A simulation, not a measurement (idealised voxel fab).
Process module in this document: voxel transistor to metal
Cross-section cut: width 180 nm, square cells of 5 nm.
In what follows, cross-sections appear as grids of square cells, described through bands that run from the top down, where every band is one or more rows of cells.
Heights first: top, then bottom, in nm. Then materials, left to right, each with a width in nm. "everywhere" on a single material: fills the band edge to edge. "empty": empty space.
Below 0: as-received wafer, all one material; heights counted from there. Lowest band: no bottom, goes on down, written "0 down".
The two numbers in a width such as "30->40" mark its ends across the band: the first belongs to the top row of cells, the second to the bottom row, and from each row to the next the width moves by the same amount.
"nothing altered" (step): cross-section cells unchanged, all of them.
If an empty space has no open way to the top and is at least 8 cells in size, "Enclosed void inventory" lists it, written width x height at distance, where distance is measured from the left edge and every value is in nm.
Where a step's line continues beyond its settings, the continuation is a remark by the simulator itself on that step.
Steps that use a mask can have "overlay nm" on their line. It says how far the mask sat to the right of where it was meant to be. Negative means to the left.
### Steps planned for the process
| 1 | RECEIVE: material Si |
| 2 | CONFORMAL_DEP: material SiO2, thk nm 5 |
| 3 | CONFORMAL_DEP: material SiN, thk nm 15 |
| 4 | MASKED_ETCH: tone cover, mask id ACTIVE, width nm 115, etch materials SiN, depth nm 15, overlay nm 0 |
| 5 | MASKED_ETCH: tone cover, mask id ACTIVE, width nm 115, etch materials SiO2, depth nm 5, overlay nm 0 |
| 6 | MASKED_ETCH: tone cover, mask id ACTIVE, width nm 115, etch materials Si, depth nm 25, overlay nm 0 |
| 7 | OXIDIZE: depth nm 5 |
| 8 | FILL_DEP: material SiO2, thk nm 10 |
| 9 | CMP: height nm 20 |
| 10 | SELECTIVE_ETCH: etch materials SiO2, depth nm 15 |
| 11 | STRIP: etch materials SiN |
| 12 | SELECTIVE_ETCH: etch materials SiO2, depth nm 5 |
| 13 | OXIDIZE: depth nm 5 |
| 14 | DIRECTIONAL_DEP: material polySi, thk nm 30 |
| 15 | DIRECTIONAL_DEP: material SiCN, thk nm 15 |
| 16 | PATTERN: tone cover, mask id GATE, material resist, width nm 25, thk nm 15, overlay nm 0 |
| 17 | DIRECTIONAL_ETCH: etch materials SiCN, depth nm 25 |
| 18 | DIRECTIONAL_ETCH: etch materials polySi, depth nm 40 |
| 19 | STRIP: etch materials resist |
| 20 | CONFORMAL_DEP: material SiN, thk nm 10 |
| 21 | DIRECTIONAL_ETCH: etch materials SiN, depth nm 10 |
| 22 | DIRECTIONAL_ETCH: etch materials SiO2, depth nm 5 |
| 23 | DIRECTIONAL_ETCH: etch materials Si, depth nm 10 |
| 24 | EPI: material pSi, thk nm 15 |
| 25 | FILL_DEP: material SiO2, thk nm 10 |
| 26 | CMP: height nm 45 |
| 27 | DIRECTIONAL_DEP: material SiO2, thk nm 15 |
| 28 | DIRECTIONAL_DEP: material aC, thk nm 15 |
| 29 | PATTERN: tone open, mask id CONTACT, material resist, width nm 15, pitch nm 80, thk nm 30, overlay nm 0 |
| 30 | DIRECTIONAL_ETCH: etch materials aC, depth nm 15 |
| 31 | STRIP: etch materials resist |
| 32 | DIRECTIONAL_ETCH: etch materials SiO2, depth nm 60 |
| 33 | STRIP: etch materials aC |
| 34 | CONFORMAL_DEP: material TiN, thk nm 5 |
| 35 | FILL_DEP: material Ru, thk nm 5 |
| 36 | CMP: height nm 60 |
| 37 | CONFORMAL_DEP: material SiN, thk nm 5 |
| 38 | DIRECTIONAL_DEP: material SiO2, thk nm 15 |
| 39 | DIRECTIONAL_DEP: material aC, thk nm 10 |
| 40 | PATTERN: tone open, mask id METAL_1, material resist, width nm 15, pitch nm 80, thk nm 30, overlay nm 0 |
| 41 | DIRECTIONAL_ETCH: etch materials aC, depth nm 10 |
| 42 | STRIP: etch materials resist |
| 43 | DIRECTIONAL_ETCH: etch materials SiO2, depth nm 15 |
| 44 | DIRECTIONAL_ETCH: etch materials SiN, depth nm 5 |
| 45 | STRIP: etch materials aC |
| 46 | CONFORMAL_DEP: material TiN, thk nm 5 |
| 47 | FILL_DEP: material Ru, thk nm 5 |
| 48 | CMP: height nm 80 |
| 49 | CONFORMAL_DEP: material SiCN, thk nm 5 |
| 50 | DIRECTIONAL_DEP: material SiO2, thk nm 30 |
| 51 | DIRECTIONAL_DEP: material aC, thk nm 10 |
| 52 | PATTERN: tone open, mask id METAL_2, material resist, width nm 15, pitch nm 80, thk nm 25, overlay nm 0 |
| 53 | DIRECTIONAL_ETCH: etch materials aC, depth nm 10 |
| 54 | STRIP: etch materials resist |
| 55 | DIRECTIONAL_ETCH: etch materials SiO2, depth nm 20 |
| 56 | STRIP: etch materials aC |
| 57 | MASKED_ETCH: tone open, mask id METAL_2_HOLES, width nm 15, pitch nm 80, etch materials SiO2, depth nm 10, overlay nm 0 |
| 58 | MASKED_ETCH: tone open, mask id METAL_2_HOLES, width nm 15, pitch nm 80, etch materials SiCN, depth nm 5, overlay nm 0 |
| 59 | CONFORMAL_DEP: material TiN, thk nm 5 |
| 60 | FILL_DEP: material Cu, thk nm 10 |
| 61 | CMP: height nm 115 |
| 62 | CONFORMAL_DEP: material SiN, thk nm 5 |
### Cross-section, incoming material, after step 1
> 0 down: Si everywhere
> Enclosed void inventory: none
### Starting structure and process plan are as shown above, but one mistake was made in running the module; the wafer cross-section at the end of the module follows
> 120 to 115: SiN everywhere
> 115 to 85: SiO2 (40), then TiN (5), then Cu (5), then TiN (5), then SiO2 (65), then TiN (5), then Cu (5), then TiN (5), then SiO2 (45)
> 85 to 80: SiCN (40), then TiN (15), then SiCN (65), then TiN (15), then SiCN (45)
> 80 to 65: SiO2 (40), then TiN (5), then Ru (5), then TiN (5), then SiO2 (65), then TiN (5), then Ru (5), then TiN (5), then SiO2 (45)
> 65 to 60: SiN (40), then TiN (15), then SiN (65), then TiN (15), then SiN (45)
> 60 to 45: SiO2 (40), then TiN (5), then Ru (5), then TiN (5), then SiO2 (65), then TiN (5), then Ru (5), then TiN (5), then SiO2 (45)
> 45 to 30: SiO2 (40), then TiN (5), then Ru (5), then TiN (5), then SiO2 (10), then SiN (10), then SiCN (25), then SiN (10), then SiO2 (10), then TiN (5), then Ru (5), then TiN (5), then SiO2 (45)
> 30 to 15: SiO2 (40), then TiN (5), then Ru (5), then TiN (5), then SiO2 (10), then SiN (10), then polySi (25), then SiN (10), then SiO2 (10), then TiN (5), then Ru (5), then TiN (5), then SiO2 (45)
> 15 to 10: SiO2 (40), then TiN (15), then SiO2 (10), then SiN (10), then polySi (25), then SiN (10), then SiO2 (10), then TiN (15), then SiO2 (45)
> 10 to 0: SiO2 (40), then TiN (10), then pSi (15), then SiN (10), then polySi (25), then SiN (10), then pSi (15), then TiN (10), then SiO2 (45)
> 0 to -5: SiO2 (10), then SiN (10), then SiO2 (5), then SiN (10), then pSi (30), then SiO2 (45), then pSi (30), then SiN (10), then SiO2 (5), then SiN (10), then SiO2 (15)
> -5 to -15: SiO2 (10), then SiN (10), then SiO2 (5), then SiN (10), then SiO2 (5), then pSi (25), then Si (45), then pSi (25), then SiO2 (5), then SiN (10), then SiO2 (5), then SiN (10), then SiO2 (15)
> -15 to -20: SiO2 (40), then Si (95), then SiO2 (45)
> -20 to -30: SiO2 (35), then Si (105), then SiO2 (40)
> -30 down: Si everywhere
> Enclosed void inventory: none
The mistake made against the process plan was this: the run placed steps 10 and 11 each in the position the plan gave to the other
